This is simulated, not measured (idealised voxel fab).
Documented hereafter: the process module known as voxel self aligned vias.
Cross-sectional view cut (width: 185 nm; square cell size: 5 nm).
How to read a cross-section here: the picture is a grid of square cells, written as bands going from the top down, and any band can span one or more rows of cells.
Quick guide to a band line: top height, bottom height (nm) up front; then every material left to right with its width in nm. Only one material and it's marked "edge to edge"? Then it fills the band edge to edge. And "air" just means empty space.
Heights are measured from 0, the level below which the as-received wafer is all one material; the lowest band has no bottom and continues downward, written as in "0 nm and below".
Per-row width for "30->40": begins at first number (top row of band), ends at second number (bottom row), increment between rows held constant.
"nothing got changed" for a step: no cell of the cross-section changed in that step.
Entry "Entrapped voids". Content: empty spaces with no open connection to the top, size 8 cells or greater. Each: width x height at distance. Distance: from left edge. Unit: nm.
Where a step's line continues beyond its settings, the continuation is a remark by the simulator itself on that step.
Regarding "overlay nm": on a step with a mask, it is the distance the mask lay to the right of its planned place; a negative value places it to the left.

Below is the list of planned process steps
1 RECEIVE, material Si
2 CONFORMAL_DEP, material SiO2, thk nm 15
3 CONFORMAL_DEP, material SiCN, thk nm 5
4 DIRECTIONAL_DEP, material SiO2, thk nm 20
5 MASKED_ETCH, tone open, mask id LINES, width nm 25, pitch nm 50, etch materials SiO2, depth nm 20, overlay nm 0
6 CONFORMAL_DEP, material TiN, thk nm 5
7 FILL_DEP, material W, thk nm 10
8 CMP, height nm 40
9 SELECTIVE_ETCH, etch materials W Ru TiN, depth nm 5
10 FILL_DEP, material SiN, thk nm 10
11 CMP, height nm 40
12 DIRECTIONAL_DEP, material SiO2, thk nm 20
13 MASKED_ETCH, tone open, mask id VIAS, width nm 35, pitch nm 50, etch materials SiO2, depth nm 20, overlay nm 0
14 MASKED_ETCH, tone open, mask id VIAS, width nm 35, pitch nm 50, etch materials SiN, depth nm 5, overlay nm 0
15 CONFORMAL_DEP, material TiN, thk nm 5
16 FILL_DEP, material Cu, thk nm 10
17 CMP, height nm 60
18 CONFORMAL_DEP, material SiCN, thk nm 5

Incoming wafer, cross-sectional view, post step 1
- 0 nm and below: Si edge to edge
- Entrapped voids: none

Below is the wafer in cross-section after the module was completed. It began from the starting point shown above and followed the plan shown above, except that one mistake was made while running it
- 65 nm to 60 nm: SiCN edge to edge
- 60 nm to 45 nm: SiO2: 25, then TiN: 5, then Cu: 25, then TiN: 5, then SiO2: 15, then TiN: 5, then Cu: 25, then TiN: 5, then SiO2: 15, then TiN: 5, then Cu: 25, then TiN: 5, then SiO2: 25
- 45 nm to 40 nm: SiO2: 25, then TiN: 35, then SiO2: 15, then TiN: 35, then SiO2: 15, then TiN: 35, then SiO2: 25
- 40 nm to 25 nm: SiO2: 30, then TiN: 5, then SiCN: 15, then TiN: 5, then SiO2: 25, then TiN: 5, then SiCN: 15, then TiN: 5, then SiO2: 25, then TiN: 5, then SiCN: 15, then TiN: 5, then SiO2: 30
- 25 nm to 20 nm: SiO2: 30, then TiN: 25, then SiO2: 25, then TiN: 25, then SiO2: 25, then TiN: 25, then SiO2: 30
- 20 nm to 15 nm: SiCN edge to edge
- 15 nm to 0 nm: SiO2 edge to edge
- 0 nm and below: Si edge to edge
- Entrapped voids: none
Heads up, the wafer didn't run the way we planned it: step 7 off recipe, ran as FILL_DEP, material SiCN, thk nm 10
